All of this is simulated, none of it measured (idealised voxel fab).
Herein follows the process module entitled voxel capacitor over wiring.
In the cross-section labelled cut, the width is 280 nm and each square cell is 5 nm.
Cross-sections here: square-cell grids, written as top-down lists of bands, a band being one or more rows of cells.
For a band, the entry starts with two heights in nm, that of the top and then that of the bottom, and carries on with the band's materials in order from left to right, each alongside its width in nm; the word "everywhere" beside a single material means it fills the band edge to edge, and "air" means empty space.
It should be noted that heights are counted from 0, beneath which the wafer as supplied is of one material throughout, and that the lowest band possesses no lower boundary but continues downward, as written in "z 0 and below".
The expression "30..40" gives the width at the extremes of the band, the first number at its top row of cells and the second at its bottom row, with the width changing by equal amounts from each row to the next in between.
"no change" after a step means that no cell of the cross-section changed.
Empty spaces without an open route to the top, at least 8 cells in extent, make up the entry "Internal closed voids"; each is given as width x height at distance, where the distance is measured from the left edge, and all are in nm.
What comes after the settings on a step's line is commentary from the simulator itself on that step.
overlay nm: on a step with a mask, how far right of its planned place the mask lay; negative means left.
## These are the steps we planned for the process
1: op RECEIVE | material Si
2: op CONFORMAL_DEP | material SiO2 | thk nm 15
3: op CONFORMAL_DEP | material SiCN | thk nm 5
4: op DIRECTIONAL_DEP | material lowk | thk nm 25
5: op PATTERN | tone open | mask id METAL_1 | material resist | width nm 20 | pitch nm 90 | thk nm 15 | overlay nm 0
6: op DIRECTIONAL_ETCH | etch materials lowk | depth nm 25
7: op DIRECTIONAL_ETCH | etch materials SiCN | depth nm 5
8: op STRIP | etch materials resist
9: op CONFORMAL_DEP | material TiN | thk nm 5
10: op FILL_DEP | material W | thk nm 5
11: op CMP | height nm 45
12: op EPI | material Ru | thk nm 5
13: op FILL_DEP | material SiCN | thk nm 5
14: op DIRECTIONAL_DEP | material SiO2 | thk nm 20
15: op MASKED_ETCH | tone open | mask id PLUG_1 | width nm 15 | etch materials SiO2 | depth nm 20 | overlay nm 0
16: op MASKED_ETCH | tone open | mask id PLUG_1 | width nm 15 | etch materials SiCN | depth nm 5 | overlay nm 0
17: op CONFORMAL_DEP | material TiN | thk nm 5
18: op FILL_DEP | material W | thk nm 10
19: op CMP | height nm 75
20: op DIRECTIONAL_DEP | material TiN | thk nm 5
21: op DIRECTIONAL_DEP | material SiN | thk nm 5
22: op DIRECTIONAL_DEP | material TiN | thk nm 5
23: op MASKED_ETCH | tone cover | mask id UPPER_PLATE | width nm 75 | etch materials TiN | depth nm 5 | overlay nm 0
24: op MASKED_ETCH | tone cover | mask id UPPER_PLATE | width nm 75 | etch materials SiN | depth nm 5 | overlay nm 0
25: op MASKED_ETCH | tone cover | mask id LOWER_PLATE | width nm 85 | etch materials TiN | depth nm 5 | overlay nm 0
26: op FILL_DEP | material SiO2 | thk nm 20
27: op CMP | height nm 105
28: op PATTERN | tone open | mask id PLUG_2 | material resist | width nm 15 | thk nm 15 | overlay nm 0
29: op DIRECTIONAL_ETCH | etch materials SiO2 | depth nm 15
30: op STRIP | etch materials resist
31: op CONFORMAL_DEP | material TiN | thk nm 5
32: op FILL_DEP | material W | thk nm 10
33: op CMP | height nm 105
34: op CONFORMAL_DEP | material SiN | thk nm 5
## Cross-section of the wafer as it came to us, i.e., already through step 1
	z 0 and below: Si everywhere
	Internal closed voids: none
## Module complete - cross-section of the first of two wafers, run according to plan
	z 110 to 105: SiN everywhere
	z 105 to 95: 100 nm SiO2; 5 nm TiN; 5 nm W; 5 nm TiN; 165 nm SiO2
	z 95 to 85: 100..90 nm SiO2; 15..75 nm TiN; 165..115 nm SiO2
	z 85 to 80: 90 nm SiO2; 75 nm SiN; 115 nm SiO2
	z 80 to 75: 85 nm SiO2; 85 nm TiN; 110 nm SiO2
	z 75 to 55: 90 nm SiO2; 5 nm TiN; 5 nm W; 5 nm TiN; 175 nm SiO2
	z 55 to 50: 90 nm SiCN; 15 nm TiN; 175 nm SiCN
	z 50 to 45: 80 nm SiCN; 30 nm Ru; 60 nm SiCN; 30 nm Ru; 80 nm SiCN
	z 45 to 20: 85 nm lowk; 5 nm TiN; 10 nm W; 5 nm TiN; 70 nm lowk; 5 nm TiN; 10 nm W; 5 nm TiN; 85 nm lowk
	z 20 to 15: 85 nm SiCN; 20 nm TiN; 70 nm SiCN; 20 nm TiN; 85 nm SiCN
	z 15 to 0: SiO2 everywhere
	z 0 and below: Si everywhere
	Internal closed voids: none
## Cross-section at end of module for the second wafer of two, which matched the first in starting point and plan and differed by one mistake in its processing
	z 110 to 105: SiN everywhere
	z 105 to 95: 100 nm SiO2; 5 nm lowk; 5 nm W; 5 nm lowk; 165 nm SiO2
	z 95 to 90: 100 nm SiO2; 15 nm lowk; 165 nm SiO2
	z 90 to 85: 90 nm SiO2; 75 nm TiN; 115 nm SiO2
	z 85 to 80: 90 nm SiO2; 75 nm SiN; 115 nm SiO2
	z 80 to 75: 85 nm SiO2; 85 nm TiN; 110 nm SiO2
	z 75 to 55: 90 nm SiO2; 5 nm TiN; 5 nm W; 5 nm TiN; 175 nm SiO2
	z 55 to 50: 90 nm SiCN; 15 nm TiN; 175 nm SiCN
	z 50 to 45: 80 nm SiCN; 30 nm Ru; 60 nm SiCN; 30 nm Ru; 80 nm SiCN
	z 45 to 20: 85 nm lowk; 5 nm TiN; 10 nm W; 5 nm TiN; 70 nm lowk; 5 nm TiN; 10 nm W; 5 nm TiN; 85 nm lowk
	z 20 to 15: 85 nm SiCN; 20 nm TiN; 70 nm SiCN; 20 nm TiN; 85 nm SiCN
	z 15 to 0: SiO2 everywhere
	z 0 and below: Si everywhere
	Internal closed voids: none
Plan not followed: step 31 ran differently from the plan; actual operation with settings: op CONFORMAL_DEP | material lowk | thk nm 5
Looking at both finished wafers in cells, the second ends up ahead of or behind the first on some materials: 7 fewer of TiN; 7 more of lowk
